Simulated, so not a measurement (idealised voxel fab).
Presented below is a process module, voxel wiring stack.
cross-section cut | 255 nm wide | cells 5 nm
If you're reading a cross-section in this doc, picture square cells in a grid; it comes to you as bands, top ones listed first down to the bottom, and a band can be one or more rows of cells.
Quick guide to a band line: top height, bottom height (nm) up front; then every material left to right with its width in nm. Only one material and it's marked "all across"? Then it fills the band edge to edge. And "air" just means empty space.
Measure heights from 0. That's the level where, below it, the as-received wafer is all one material. The lowest band is bottomless and extends downward; write it as in "0 nm and below".
A width such as "30..40" changes by the same amount from each row of cells to the next, from the band's top row to its bottom row.
"no change occurred" means the step left every cell of the cross-section as it was.
"closed voids" means: voids of 8 cells or more that are shut off from the top with no open way through. Written width x height at distance, distance from the left edge, in nm.
What comes after the settings on a step's line is commentary from the simulator itself on that step.
Among the settings permitted on a step's line is "overlay nm"; applied to a step with a mask, it specifies the extent to which the mask lay to the right of its planned position, whereas a negative figure signifies a position to the left.
Layout of what follows: cross-section pairs, each bracketing one process step, the after cross-section shown only to the lowest band that changed, the step between and its settings noted under each pair. Pairs may originate in different runs of this module on the same starting wafer; a pair continues from the pair above only where its entry headed "before" says so.
BEFORE
  130 nm to 110 nm = resist 65, air 15, resist 55, air 15, resist 105
  110 nm to 90 nm = SiO2 65, air 15, resist 5, SiO2 15, resist 20, SiO2 15, air 15, resist 5, SiO2 15, resist 20, SiO2 65
  90 nm to 80 nm = SiO2 all across
  80 nm to 75 nm = SiCN all across
  75 nm to 60 nm = SiO2 65, Ru 20, SiO2 15, Ru 20, SiO2 15, Ru 20, SiO2 15, Ru 20, SiO2 65
  60 nm to 55 nm = SiO2 65, TiN 20, SiO2 15, TiN 20, SiO2 15, TiN 20, SiO2 15, TiN 20, SiO2 65
  55 nm to 40 nm = SiO2 65, TiN 5, Ru 5, TiN 5, SiO2 55, TiN 5, Ru 5, TiN 5, SiO2 105
  40 nm to 35 nm = SiCN 65, TiN 15, SiCN 55, TiN 15, SiCN 105
  35 nm to 25 nm = W all across
  25 nm to 20 nm = TiN 70, W 10, TiN 25, W 10, TiN 25, W 10, TiN 25, W 10, TiN 70
  20 nm to 15 nm = SiN 65, TiN 20, SiN 15, TiN 20, SiN 15, TiN 20, SiN 15, TiN 20, SiN 65
  15 nm to 0 nm = SiO2 all across
  0 nm and below = Si all across
  closed voids: none
POST-STEP SECTION VIEW
  130 nm to 110 nm = resist 65, air 15, resist 55, air 15, resist 105
  110 nm to 90 nm = SiO2 65, air 15, resist 5, SiO2 15, resist 20, SiO2 15, air 15, resist 5, SiO2 15, resist 20, SiO2 65
  90 nm to 80 nm = SiO2 65, air 15, SiO2 55, air 15, SiO2 105
  Heights below 80 show no change.
  closed voids: none
Relating the two cross-sections above, the step in between is DIRECTIONAL_ETCH, etch materials SiO2, depth nm 10
before: the state before this step is the cross-section shown after the step in the pair just above.
POST-STEP SECTION VIEW
  130 nm to 110 nm = resist 65, air 15, resist 55, air 15, resist 105
  110 nm to 90 nm = SiO2 65, air 15, resist 5, SiO2 15, resist 20, SiO2 15, air 15, resist 5, SiO2 15, resist 20, SiO2 65
  90 nm to 80 nm = SiO2 65, air 15, SiO2 55, air 15, SiO2 105
  80 nm to 75 nm = SiCN 65, air 15, SiCN 55, air 15, SiCN 105
  Heights below 75 show no change.
  closed voids: none
Relating the two cross-sections above, the step in between is DIRECTIONAL_ETCH, etch materials SiCN, depth nm 5
before: the state before this step is the cross-section shown after the step in the pair just above.
POST-STEP SECTION VIEW
  110 nm to 90 nm = SiO2 65, air 20, SiO2 15, air 20, SiO2 15, air 20, SiO2 15, air 20, SiO2 65
  Heights below 90 show no change.
  closed voids: none
Relating the two cross-sections above, the step in between is STRIP, etch materials resist
before: the state before this step is the cross-section shown after the step in the pair just above.
POST-STEP SECTION VIEW
  115 nm to 110 nm = TiN 70, air 10, TiN 25, air 10, TiN 25, air 10, TiN 25, air 10, TiN 70
  110 nm to 95 nm = SiO2 65, TiN 5, air 10, TiN 5, SiO2 15, TiN 5, air 10, TiN 5, SiO2 15, TiN 5, air 10, TiN 5, SiO2 15, TiN 5, air 10, TiN 5, SiO2 65
  95 nm to 90 nm = SiO2 65, TiN 5, air 5, TiN 10, SiO2 15, TiN 20, SiO2 15, TiN 5, air 5, TiN 10, SiO2 15, TiN 20, SiO2 65
  90 nm to 80 nm = SiO2 65, TiN 5, air 5, TiN 5, SiO2 55, TiN 5, air 5, TiN 5, SiO2 105
  80 nm to 75 nm = SiCN 65, TiN 15, SiCN 55, TiN 15, SiCN 105
  Heights below 75 show no change.
  closed voids: none
Relating the two cross-sections above, the step in between is CONFORMAL_DEP, material TiN, thk nm 5
before: the state before this step is the cross-section shown after the step in the pair just above.
POST-STEP SECTION VIEW
  120 nm to 115 nm = Cu all across
  115 nm to 110 nm = TiN 70, Cu 10, TiN 25, Cu 10, TiN 25, Cu 10, TiN 25, Cu 10, TiN 70
  110 nm to 95 nm = SiO2 65, TiN 5, Cu 10, TiN 5, SiO2 15, TiN 5, Cu 10, TiN 5, SiO2 15, TiN 5, Cu 10, TiN 5, SiO2 15, TiN 5, Cu 10, TiN 5, SiO2 65
  95 nm to 90 nm = SiO2 65, TiN 5, Cu 5, TiN 10, SiO2 15, TiN 20, SiO2 15, TiN 5, Cu 5, TiN 10, SiO2 15, TiN 20, SiO2 65
  90 nm to 80 nm = SiO2 65, TiN 5, Cu 5, TiN 5, SiO2 55, TiN 5, Cu 5, TiN 5, SiO2 105
  Heights below 80 show no change.
  closed voids: none
Relating the two cross-sections above, the step in between is FILL_DEP, material Cu, thk nm 5
before: the state before this step is the cross-section shown after the step in the pair just above.
POST-STEP SECTION VIEW
  110 nm to 95 nm = SiO2 65, TiN 5, Cu 10, TiN 5, SiO2 15, TiN 5, Cu 10, TiN 5, SiO2 15, TiN 5, Cu 10, TiN 5, SiO2 15, TiN 5, Cu 10, TiN 5, SiO2 65
  Heights below 95 show no change.
  closed voids: none
Relating the two cross-sections above, the step in between is CMP, height nm 110
before: the state before this step is the cross-section shown after the step in the pair just above.
POST-STEP SECTION VIEW
  115 nm to 110 nm = SiN all across
  Heights below 110 show no change.
  closed voids: none
Relating the two cross-sections above, the step in between is CONFORMAL_DEP, material SiN, thk nm 5
BEFORE
  70 nm to 60 nm = Ru all across
  60 nm to 55 nm = TiN 70, Ru 5, TiN 65, Ru 5, TiN 110
  55 nm to 40 nm = SiO2 65, TiN 5, Ru 5, TiN 5, SiO2 55, TiN 5, Ru 5, TiN 5, SiO2 105
  40 nm to 35 nm = SiCN 65, TiN 15, SiCN 55, TiN 15, SiCN 105
  35 nm to 20 nm = SiO2 65, TiN 5, W 10, TiN 5, SiO2 15, TiN 5, W 10, TiN 5, SiO2 15, TiN 5, W 10, TiN 5, SiO2 15, TiN 5, W 10, TiN 5, SiO2 65
  20 nm to 15 nm = SiN 65, TiN 20, SiN 15, TiN 20, SiN 15, TiN 20, SiN 15, TiN 20, SiN 65
  15 nm to 0 nm = SiO2 all across
  0 nm and below = Si all across
  closed voids: none
POST-STEP SECTION VIEW
  80 nm to 60 nm = Ru all across
  Heights below 60 show no change.
  closed voids: none
Relating the two cross-sections above, the step in between is FILL_DEP, material Ru, thk nm 10
before: the state before this step is the cross-section shown after the step in the pair just above.
POST-STEP SECTION VIEW
  55 nm to 40 nm = SiO2 65, TiN 5, Ru 5, TiN 5, SiO2 55, TiN 5, Ru 5, TiN 5, SiO2 105
  Heights below 40 show no change.
  closed voids: none
Relating the two cross-sections above, the step in between is CMP, height nm 55
BEFORE
  0 nm and below = Si all across
  closed voids: none
POST-STEP SECTION VIEW
  5 nm to 0 nm = SiN all across
  Heights below 0 show no change.
  closed voids: none
Relating the two cross-sections above, the step in between is CONFORMAL_DEP, material SiN, thk nm 5
before: the state before this step is the cross-section shown after the step in the pair just above.
POST-STEP SECTION VIEW
  20 nm to 5 nm = SiO2 all across
  Heights below 5 show no change.
  closed voids: none
Relating the two cross-sections above, the step in between is CONFORMAL_DEP, material SiO2, thk nm 15
before: the state before this step is the cross-section shown after the step in the pair just above.
POST-STEP SECTION VIEW
  35 nm to 5 nm = SiO2 all across
  Heights below 5 show no change.
  closed voids: none
Relating the two cross-sections above, the step in between is DIRECTIONAL_DEP, material SiO2, thk nm 15
before: the state before this step is the cross-section shown after the step in the pair just above.
POST-STEP SECTION VIEW
  50 nm to 35 nm = aC all across
  Heights below 35 show no change.
  closed voids: none
Relating the two cross-sections above, the step in between is DIRECTIONAL_DEP, material aC, thk nm 15
before: the state before this step is the cross-section shown after the step in the pair just above.
POST-STEP SECTION VIEW
  85 nm to 50 nm = resist 65, air 20, resist 15, air 20, resist 15, air 20, resist 15, air 20, resist 65
  Heights below 50 show no change.
  closed voids: none
Relating the two cross-sections above, the step in between is PATTERN, tone open, mask id METAL_1, material resist, width nm 20, pitch nm 35, thk nm 35, overlay nm 0
before: the state before this step is the cross-section shown after the step in the pair just above.
POST-STEP SECTION VIEW
  70 nm to 50 nm = resist 65, air 20, resist 15, air 20, resist 15, air 20, resist 15, air 20, resist 65
  50 nm to 35 nm = aC 65, air 20, aC 15, air 20, aC 15, air 20, aC 15, air 20, aC 65
  Heights below 35 show no change.
  closed voids: none
Relating the two cross-sections above, the step in between is DIRECTIONAL_ETCH, etch materials aC, depth nm 15
before: the state before this step is the cross-section shown after the step in the pair just above.
POST-STEP SECTION VIEW
  50 nm to 35 nm = aC 65, air 20, aC 15, air 20, aC 15, air 20, aC 15, air 20, aC 65
  Heights below 35 show no change.
  closed voids: none
Relating the two cross-sections above, the step in between is STRIP, etch materials resist
before: the state before this step is the cross-section shown after the step in the pair just above.
POST-STEP SECTION VIEW
  50 nm to 35 nm = aC 65, air 20, aC 15, air 20, aC 15, air 20, aC 15, air 20, aC 65
  35 nm to 20 nm = SiO2 65, air 20, SiO2 15, air 20, SiO2 15, air 20, SiO2 15, air 20, SiO2 65
  Heights below 20 show no change.
  closed voids: none
Relating the two cross-sections above, the step in between is DIRECTIONAL_ETCH, etch materials SiO2, depth nm 15
before: the state before this step is the cross-section shown after the step in the pair just above.
POST-STEP SECTION VIEW
  35 nm to 20 nm = SiO2 65, air 20, SiO2 15, air 20, SiO2 15, air 20, SiO2 15, air 20, SiO2 65
  Heights below 20 show no change.
  closed voids: none
Relating the two cross-sections above, the step in between is STRIP, etch materials aC
before: the state before this step is the cross-section shown after the step in the pair just above.
POST-STEP SECTION VIEW
  40 nm to 35 nm = TiN 70, air 10, TiN 25, air 10, TiN 25, air 10, TiN 25, air 10, TiN 70
  35 nm to 25 nm = SiO2 65, TiN 5, air 10, TiN 5, SiO2 15, TiN 5, air 10, TiN 5, SiO2 15, TiN 5, air 10, TiN 5, SiO2 15, TiN 5, air 10, TiN 5, SiO2 65
  25 nm to 20 nm = SiO2 65, TiN 20, SiO2 15, TiN 20, SiO2 15, TiN 20, SiO2 15, TiN 20, SiO2 65
  Heights below 20 show no change.
  closed voids: none
Relating the two cross-sections above, the step in between is CONFORMAL_DEP, material TiN, thk nm 5
before: the state before this step is the cross-section shown after the step in the pair just above.
POST-STEP SECTION VIEW
  50 nm to 40 nm = W all across
  40 nm to 35 nm = TiN 70, W 10, TiN 25, W 10, TiN 25, W 10, TiN 25, W 10, TiN 70
  35 nm to 25 nm = SiO2 65, TiN 5, W 10, TiN 5, SiO2 15, TiN 5, W 10, TiN 5, SiO2 15, TiN 5, W 10, TiN 5, SiO2 15, TiN 5, W 10, TiN 5, SiO2 65
  Heights below 25 show no change.
  closed voids: none
Relating the two cross-sections above, the step in between is FILL_DEP, material W, thk nm 10
before: the state before this step is the cross-section shown after the step in the pair just above.
POST-STEP SECTION VIEW
  35 nm to 25 nm = SiO2 65, TiN 5, W 10, TiN 5, SiO2 15, TiN 5, W 10, TiN 5, SiO2 15, TiN 5, W 10, TiN 5, SiO2 15, TiN 5, W 10, TiN 5, SiO2 65
  Heights below 25 show no change.
  closed voids: none
Relating the two cross-sections above, the step in between is CMP, height nm 35
before: the state before this step is the cross-section shown after the step in the pair just above.
POST-STEP SECTION VIEW
  40 nm to 35 nm = SiCN all across
  Heights below 35 show no change.
  closed voids: none
Relating the two cross-sections above, the step in between is CONFORMAL_DEP, material SiCN, thk nm 5
before: the state before this step is the cross-section shown after the step in the pair just above.
POST-STEP SECTION VIEW
  55 nm to 40 nm = SiO2 all across
  Heights below 40 show no change.
  closed voids: none
Relating the two cross-sections above, the step in between is DIRECTIONAL_DEP, material SiO2, thk nm 15
before: the state before this step is the cross-section shown after the step in the pair just above.
POST-STEP SECTION VIEW
  75 nm to 55 nm = resist 65, air 15, resist 55, air 15, resist 105
  Heights below 55 show no change.
  closed voids: none
Relating the two cross-sections above, the step in between is PATTERN, tone open, mask id PLUG_1, material resist, width nm 15, pitch nm 70, thk nm 20, overlay nm 0
before: the state before this step is the cross-section shown after the step in the pair just above.
POST-STEP SECTION VIEW
  75 nm to 55 nm = resist 65, air 15, resist 55, air 15, resist 105
  55 nm to 40 nm = SiO2 65, air 15, SiO2 55, air 15, SiO2 105
  Heights below 40 show no change.
  closed voids: none
Relating the two cross-sections above, the step in between is DIRECTIONAL_ETCH, etch materials SiO2, depth nm 15
before: the state before this step is the cross-section shown after the step in the pair just above.
POST-STEP SECTION VIEW
  75 nm to 55 nm = resist 65, air 15, resist 55, air 15, resist 105
  55 nm to 40 nm = SiO2 65, air 15, SiO2 55, air 15, SiO2 105
  40 nm to 35 nm = SiCN 65, air 15, SiCN 55, air 15, SiCN 105
  Heights below 35 show no change.
  closed voids: none
Relating the two cross-sections above, the step in between is DIRECTIONAL_ETCH, etch materials SiCN, depth nm 5
before: the state before this step is the cross-section shown after the step in the pair just above.
POST-STEP SECTION VIEW
  55 nm to 40 nm = SiO2 65, air 15, SiO2 55, air 15, SiO2 105
  Heights below 40 show no change.
  closed voids: none
Relating the two cross-sections above, the step in between is STRIP, etch materials resist
before: the state before this step is the cross-section shown after the step in the pair just above.
POST-STEP SECTION VIEW
  60 nm to 55 nm = TiN 70, air 5, TiN 65, air 5, TiN 110
  55 nm to 40 nm = SiO2 65, TiN 5, air 5, TiN 5, SiO2 55, TiN 5, air 5, TiN 5, SiO2 105
  40 nm to 35 nm = SiCN 65, TiN 15, SiCN 55, TiN 15, SiCN 105
  Heights below 35 show no change.
  closed voids: none
Relating the two cross-sections above, the step in between is CONFORMAL_DEP, material TiN, thk nm 5
before: the state before this step is the cross-section shown after the step in the pair just above.
POST-STEP SECTION VIEW
  70 nm to 60 nm = Ru all across
  60 nm to 55 nm = TiN 70, Ru 5, TiN 65, Ru 5, TiN 110
  55 nm to 40 nm = SiO2 65, TiN 5, Ru 5, TiN 5, SiO2 55, TiN 5, Ru 5, TiN 5, SiO2 105
  Heights below 40 show no change.
  closed voids: none
Relating the two cross-sections above, the step in between is FILL_DEP, material Ru, thk nm 10
before: the state before this step is the cross-section shown after the step in the pair just above.
POST-STEP SECTION VIEW
  55 nm to 40 nm = SiO2 65, TiN 5, Ru 5, TiN 5, SiO2 55, TiN 5, Ru 5, TiN 5, SiO2 105
  Heights below 40 show no change.
  closed voids: none
Relating the two cross-sections above, the step in between is CMP, height nm 55
before: the state before this step is the cross-section shown after the step in the pair just above.
POST-STEP SECTION VIEW
  60 nm to 55 nm = TiN all across
  Heights below 55 show no change.
  closed voids: none
Relating the two cross-sections above, the step in between is DIRECTIONAL_DEP, material TiN, thk nm 5
before: the state before this step is the cross-section shown after the step in the pair just above.
POST-STEP SECTION VIEW
  75 nm to 60 nm = Ru all across
  Heights below 60 show no change.
  closed voids: none
Relating the two cross-sections above, the step in between is DIRECTIONAL_DEP, material Ru, thk nm 15
before: the state before this step is the cross-section shown after the step in the pair just above.
POST-STEP SECTION VIEW
  75 nm to 60 nm = air 65, Ru 20, air 15, Ru 20, air 15, Ru 20, air 15, Ru 20, air 65
  Heights below 60 show no change.
  closed voids: none
Relating the two cross-sections above, the step in between is MASKED_ETCH, tone cover, mask id METAL_2, width nm 20, pitch nm 35, etch materials Ru, depth nm 15, overlay nm 0
before: the state before this step is the cross-section shown after the step in the pair just above.
POST-STEP SECTION VIEW
  75 nm to 60 nm = air 65, Ru 20, air 15, Ru 20, air 15, Ru 20, air 15, Ru 20, air 65
  60 nm to 55 nm = air 65, TiN 20, air 15, TiN 20, air 15, TiN 20, air 15, TiN 20, air 65
  Heights below 55 show no change.
  closed voids: none
Relating the two cross-sections above, the step in between is MASKED_ETCH, tone cover, mask id METAL_2, width nm 20, pitch nm 35, etch materials TiN, depth nm 5, overlay nm 0
before: the state before this step is the cross-section shown after the step in the pair just above.
POST-STEP SECTION VIEW
  80 nm to 75 nm = SiO2 all across
  75 nm to 60 nm = SiO2 65, Ru 20, SiO2 15, Ru 20, SiO2 15, Ru 20, SiO2 15, Ru 20, SiO2 65
  60 nm to 55 nm = SiO2 65, TiN 20, SiO2 15, TiN 20, SiO2 15, TiN 20, SiO2 15, TiN 20, SiO2 65
  Heights below 55 show no change.
  closed voids: none
Relating the two cross-sections above, the step in between is FILL_DEP, material SiO2, thk nm 5
before: the state before this step is the cross-section shown after the step in the pair just above.
POST-STEP SECTION VIEW
  75 nm to 60 nm = SiO2 65, Ru 20, SiO2 15, Ru 20, SiO2 15, Ru 20, SiO2 15, Ru 20, SiO2 65
  Heights below 60 show no change.
  closed voids: none
Relating the two cross-sections above, the step in between is CMP, height nm 75
before: the state before this step is the cross-section shown after the step in the pair just above.
POST-STEP SECTION VIEW
  80 nm to 75 nm = SiCN all across
  Heights below 75 show no change.
  closed voids: none
Relating the two cross-sections above, the step in between is CONFORMAL_DEP, material SiCN, thk nm 5
before: the state before this step is the cross-section shown after the step in the pair just above.
POST-STEP SECTION VIEW
  110 nm to 80 nm = SiO2 all across
  Heights below 80 show no change.
  closed voids: none
Relating the two cross-sections above, the step in between is DIRECTIONAL_DEP, material SiO2, thk nm 30
before: the state before this step is the cross-section shown after the step in the pair just above.
POST-STEP SECTION VIEW
  120 nm to 110 nm = aC all across
  Heights below 110 show no change.
  closed voids: none
Relating the two cross-sections above, the step in between is DIRECTIONAL_DEP, material aC, thk nm 10
before: the state before this step is the cross-section shown after the step in the pair just above.
POST-STEP SECTION VIEW
  150 nm to 120 nm = resist 65, air 20, resist 15, air 20, resist 15, air 20, resist 15, air 20, resist 65
  Heights below 120 show no change.
  closed voids: none
Relating the two cross-sections above, the step in between is PATTERN, tone open, mask id METAL_3, material resist, width nm 20, pitch nm 35, thk nm 30, overlay nm 0
before: the state before this step is the cross-section shown after the step in the pair just above.
POST-STEP SECTION VIEW
  140 nm to 120 nm = resist 65, air 20, resist 15, air 20, resist 15, air 20, resist 15, air 20, resist 65
  120 nm to 110 nm = aC 65, air 20, aC 15, air 20, aC 15, air 20, aC 15, air 20, aC 65
  Heights below 110 show no change.
  closed voids: none
Relating the two cross-sections above, the step in between is DIRECTIONAL_ETCH, etch materials aC, depth nm 10
before: the state before this step is the cross-section shown after the step in the pair just above.
POST-STEP SECTION VIEW
  120 nm to 110 nm = aC 65, air 20, aC 15, air 20, aC 15, air 20, aC 15, air 20, aC 65
  Heights below 110 show no change.
  closed voids: none
Relating the two cross-sections above, the step in between is STRIP, etch materials resist
before: the state before this step is the cross-section shown after the step in the pair just above.
POST-STEP SECTION VIEW
  120 nm to 110 nm = aC 65, air 20, aC 15, air 20, aC 15, air 20, aC 15, air 20, aC 65
  110 nm to 90 nm = SiO2 65, air 20, SiO2 15, air 20, SiO2 15, air 20, SiO2 15, air 20, SiO2 65
  Heights below 90 show no change.
  closed voids: none
Relating the two cross-sections above, the step in between is DIRECTIONAL_ETCH, etch materials SiO2, depth nm 20
before: the state before this step is the cross-section shown after the step in the pair just above.
POST-STEP SECTION VIEW
  110 nm to 90 nm = SiO2 65, air 20, SiO2 15, air 20, SiO2 15, air 20, SiO2 15, air 20, SiO2 65
  Heights below 90 show no change.
  closed voids: none
Relating the two cross-sections above, the step in between is STRIP, etch materials aC
before: the state before this step is the cross-section shown after the step in the pair just above.
POST-STEP SECTION VIEW
  130 nm to 110 nm = resist 65, air 15, resist 55, air 15, resist 105
  110 nm to 90 nm = SiO2 65, air 15, resist 5, SiO2 15, resist 20, SiO2 15, air 15, resist 5, SiO2 15, resist 20, SiO2 65
  Heights below 90 show no change.
  closed voids: none
Relating the two cross-sections above, the step in between is PATTERN, tone open, mask id METAL_3_HOLES, material resist, width nm 15, pitch nm 70, thk nm 20, overlay nm 0
before: the state before this step is the cross-section shown after the step in the pair just above.
POST-STEP SECTION VIEW
  130 nm to 110 nm = resist 65, air 15, resist 55, air 15, resist 105
  110 nm to 90 nm = SiO2 65, air 15, resist 5, SiO2 15, resist 20, SiO2 15, air 15, resist 5, SiO2 15, resist 20, SiO2 65
  90 nm to 80 nm = SiO2 65, air 15, SiO2 55, air 15, SiO2 105
  Heights below 80 show no change.
  closed voids: none
Relating the two cross-sections above, the step in between is DIRECTIONAL_ETCH, etch materials SiO2, depth nm 10
before: the state before this step is the cross-section shown after the step in the pair just above.
POST-STEP SECTION VIEW
  130 nm to 110 nm = resist 65, air 15, resist 55, air 15, resist 105
  110 nm to 90 nm = SiO2 65, air 15, resist 5, SiO2 15, resist 20, SiO2 15, air 15, resist 5, SiO2 15, resist 20, SiO2 65
  90 nm to 80 nm = SiO2 65, air 15, SiO2 55, air 15, SiO2 105
  80 nm to 75 nm = SiCN 65, air 15, SiCN 55, air 15, SiCN 105
  Heights below 75 show no change.
  closed voids: none
Relating the two cross-sections above, the step in between is DIRECTIONAL_ETCH, etch materials SiCN, depth nm 5
before: the state before this step is the cross-section shown after the step in the pair just above.
POST-STEP SECTION VIEW
  110 nm to 90 nm = SiO2 65, air 20, SiO2 15, air 20, SiO2 15, air 20, SiO2 15, air 20, SiO2 65
  Heights below 90 show no change.
  closed voids: none
Relating the two cross-sections above, the step in between is STRIP, etch materials resist
before: the state before this step is the cross-section shown after the step in the pair just above.
POST-STEP SECTION VIEW
  115 nm to 110 nm = TiN 70, air 10, TiN 25, air 10, TiN 25, air 10, TiN 25, air 10, TiN 70
  110 nm to 95 nm = SiO2 65, TiN 5, air 10, TiN 5, SiO2 15, TiN 5, air 10, TiN 5, SiO2 15, TiN 5, air 10, TiN 5, SiO2 15, TiN 5, air 10, TiN 5, SiO2 65
  95 nm to 90 nm = SiO2 65, TiN 5, air 5, TiN 10, SiO2 15, TiN 20, SiO2 15, TiN 5, air 5, TiN 10, SiO2 15, TiN 20, SiO2 65
  90 nm to 80 nm = SiO2 65, TiN 5, air 5, TiN 5, SiO2 55, TiN 5, air 5, TiN 5, SiO2 105
  80 nm to 75 nm = SiCN 65, TiN 15, SiCN 55, TiN 15, SiCN 105
  Heights below 75 show no change.
  closed voids: none
Relating the two cross-sections above, the step in between is CONFORMAL_DEP, material TiN, thk nm 5
before: the state before this step is the cross-section shown after the step in the pair just above.
POST-STEP SECTION VIEW
  120 nm to 115 nm = Cu all across
  115 nm to 110 nm = TiN 70, Cu 10, TiN 25, Cu 10, TiN 25, Cu 10, TiN 25, Cu 10, TiN 70
  110 nm to 95 nm = SiO2 65, TiN 5, Cu 10, TiN 5, SiO2 15, TiN 5, Cu 10, TiN 5, SiO2 15, TiN 5, Cu 10, TiN 5, SiO2 15, TiN 5, Cu 10, TiN 5, SiO2 65
  95 nm to 90 nm = SiO2 65, TiN 5, Cu 5, TiN 10, SiO2 15, TiN 20, SiO2 15, TiN 5, Cu 5, TiN 10, SiO2 15, TiN 20, SiO2 65
  90 nm to 80 nm = SiO2 65, TiN 5, Cu 5, TiN 5, SiO2 55, TiN 5, Cu 5, TiN 5, SiO2 105
  Heights below 80 show no change.
  closed voids: none
Relating the two cross-sections above, the step in between is FILL_DEP, material Cu, thk nm 5
before: the state before this step is the cross-section shown after the step in the pair just above.
POST-STEP SECTION VIEW
  110 nm to 95 nm = SiO2 65, TiN 5, Cu 10, TiN 5, SiO2 15, TiN 5, Cu 10, TiN 5, SiO2 15, TiN 5, Cu 10, TiN 5, SiO2 15, TiN 5, Cu 10, TiN 5, SiO2 65
  Heights below 95 show no change.
  closed voids: none
Relating the two cross-sections above, the step in between is CMP, height nm 110
before: the state before this step is the cross-section shown after the step in the pair just above.
POST-STEP SECTION VIEW
  115 nm to 110 nm = SiN all across
  Heights below 110 show no change.
  closed voids: none
Relating the two cross-sections above, the step in between is CONFORMAL_DEP, material SiN, thk nm 5
BEFORE
  0 nm and below = Si all across
  closed voids: none
POST-STEP SECTION VIEW
  10 nm to 0 nm = SiO2 all across
  Heights below 0 show no change.
  closed voids: none
Relating the two cross-sections above, the step in between is CONFORMAL_DEP, material SiO2, thk nm 10
before: the state before this step is the cross-section shown after the step in the pair just above.
POST-STEP SECTION VIEW
  15 nm to 10 nm = SiN all across
  Heights below 10 show no change.
  closed voids: none
Relating the two cross-sections above, the step in between is CONFORMAL_DEP, material SiN, thk nm 5
before: the state before this step is the cross-section shown after the step in the pair just above.
POST-STEP SECTION VIEW
  30 nm to 15 nm = SiO2 all across
  Heights below 15 show no change.
  closed voids: none
Relating the two cross-sections above, the step in between is DIRECTIONAL_DEP, material SiO2, thk nm 15
before: the state before this step is the cross-section shown after the step in the pair just above.
POST-STEP SECTION VIEW
  45 nm to 30 nm = aC all across
  Heights below 30 show no change.
  closed voids: none
Relating the two cross-sections above, the step in between is DIRECTIONAL_DEP, material aC, thk nm 15
before: the state before this step is the cross-section shown after the step in the pair just above.
POST-STEP SECTION VIEW
  80 nm to 45 nm = resist 65, air 20, resist 15, air 20, resist 15, air 20, resist 15, air 20, resist 65
  Heights below 45 show no change.
  closed voids: none
Relating the two cross-sections above, the step in between is PATTERN, tone open, mask id METAL_1, material resist, width nm 20, pitch nm 35, thk nm 35, overlay nm 0
before: the state before this step is the cross-section shown after the step in the pair just above.
POST-STEP SECTION VIEW
  65 nm to 45 nm = resist 65, air 20, resist 15, air 20, resist 15, air 20, resist 15, air 20, resist 65
  45 nm to 30 nm = aC 65, air 20, aC 15, air 20, aC 15, air 20, aC 15, air 20, aC 65
  Heights below 30 show no change.
  closed voids: none
Relating the two cross-sections above, the step in between is DIRECTIONAL_ETCH, etch materials aC, depth nm 15
before: the state before this step is the cross-section shown after the step in the pair just above.
POST-STEP SECTION VIEW
  45 nm to 30 nm = aC 65, air 20, aC 15, air 20, aC 15, air 20, aC 15, air 20, aC 65
  Heights below 30 show no change.
  closed voids: none
Relating the two cross-sections above, the step in between is STRIP, etch materials resist
before: the state before this step is the cross-section shown after the step in the pair just above.
POST-STEP SECTION VIEW
  45 nm to 30 nm = aC 65, air 20, aC 15, air 20, aC 15, air 20, aC 15, air 20, aC 65
  30 nm to 15 nm = SiO2 65, air 20, SiO2 15, air 20, SiO2 15, air 20, SiO2 15, air 20, SiO2 65
  Heights below 15 show no change.
  closed voids: none
Relating the two cross-sections above, the step in between is DIRECTIONAL_ETCH, etch materials SiO2, depth nm 15
before: the state before this step is the cross-section shown after the step in the pair just above.
POST-STEP SECTION VIEW
  45 nm to 30 nm = aC 65, air 20, aC 15, air 20, aC 15, air 20, aC 15, air 20, aC 65
  30 nm to 15 nm = SiO2 65, air 20, SiO2 15, air 20, SiO2 15, air 20, SiO2 15, air 20, SiO2 65
  15 nm to 10 nm = SiN 65, air 20, SiN 15, air 20, SiN 15, air 20, SiN 15, air 20, SiN 65
  Heights below 10 show no change.
  closed voids: none
Relating the two cross-sections above, the step in between is DIRECTIONAL_ETCH, etch materials SiN, depth nm 5
before: the state before this step is the cross-section shown after the step in the pair just above.
POST-STEP SECTION VIEW
  30 nm to 15 nm = SiO2 65, air 20, SiO2 15, air 20, SiO2 15, air 20, SiO2 15, air 20, SiO2 65
  Heights below 15 show no change.
  closed voids: none
Relating the two cross-sections above, the step in between is STRIP, etch materials aC
before: the state before this step is the cross-section shown after the step in the pair just above.
POST-STEP SECTION VIEW
  35 nm to 30 nm = TiN 70, air 10, TiN 25, air 10, TiN 25, air 10, TiN 25, air 10, TiN 70
  30 nm to 15 nm = SiO2 65, TiN 5, air 10, TiN 5, SiO2 15, TiN 5, air 10, TiN 5, SiO2 15, TiN 5, air 10, TiN 5, SiO2 15, TiN 5, air 10, TiN 5, SiO2 65
  15 nm to 10 nm = SiN 65, TiN 20, SiN 15, TiN 20, SiN 15, TiN 20, SiN 15, TiN 20, SiN 65
  Heights below 10 show no change.
  closed voids: none
Relating the two cross-sections above, the step in between is CONFORMAL_DEP, material TiN, thk nm 5
before: the state before this step is the cross-section shown after the step in the pair just above.
POST-STEP SECTION VIEW
  45 nm to 35 nm = W all across
  35 nm to 30 nm = TiN 70, W 10, TiN 25, W 10, TiN 25, W 10, TiN 25, W 10, TiN 70
  30 nm to 15 nm = SiO2 65, TiN 5, W 10, TiN 5, SiO2 15, TiN 5, W 10, TiN 5, SiO2 15, TiN 5, W 10, TiN 5, SiO2 15, TiN 5, W 10, TiN 5, SiO2 65
  Heights below 15 show no change.
  closed voids: none
Relating the two cross-sections above, the step in between is FILL_DEP, material W, thk nm 10
before: the state before this step is the cross-section shown after the step in the pair just above.
POST-STEP SECTION VIEW
  35 nm to 30 nm = TiN 70, W 10, TiN 25, W 10, TiN 25, W 10, TiN 25, W 10, TiN 70
  Heights below 30 show no change.
  closed voids: none
Relating the two cross-sections above, the step in between is CMP, height nm 35
before: the state before this step is the cross-section shown after the step in the pair just above.
POST-STEP SECTION VIEW
  40 nm to 35 nm = SiCN all across
  Heights below 35 show no change.
  closed voids: none
Relating the two cross-sections above, the step in between is CONFORMAL_DEP, material SiCN, thk nm 5
before: the state before this step is the cross-section shown after the step in the pair just above.
POST-STEP SECTION VIEW
  55 nm to 40 nm = SiO2 all across
  Heights below 40 show no change.
  closed voids: none
Relating the two cross-sections above, the step in between is DIRECTIONAL_DEP, material SiO2, thk nm 15
before: the state before this step is the cross-section shown after the step in the pair just above.
POST-STEP SECTION VIEW
  75 nm to 55 nm = resist 65, air 15, resist 55, air 15, resist 105
  Heights below 55 show no change.
  closed voids: none
Relating the two cross-sections above, the step in between is PATTERN, tone open, mask id PLUG_1, material resist, width nm 15, pitch nm 70, thk nm 20, overlay nm 0
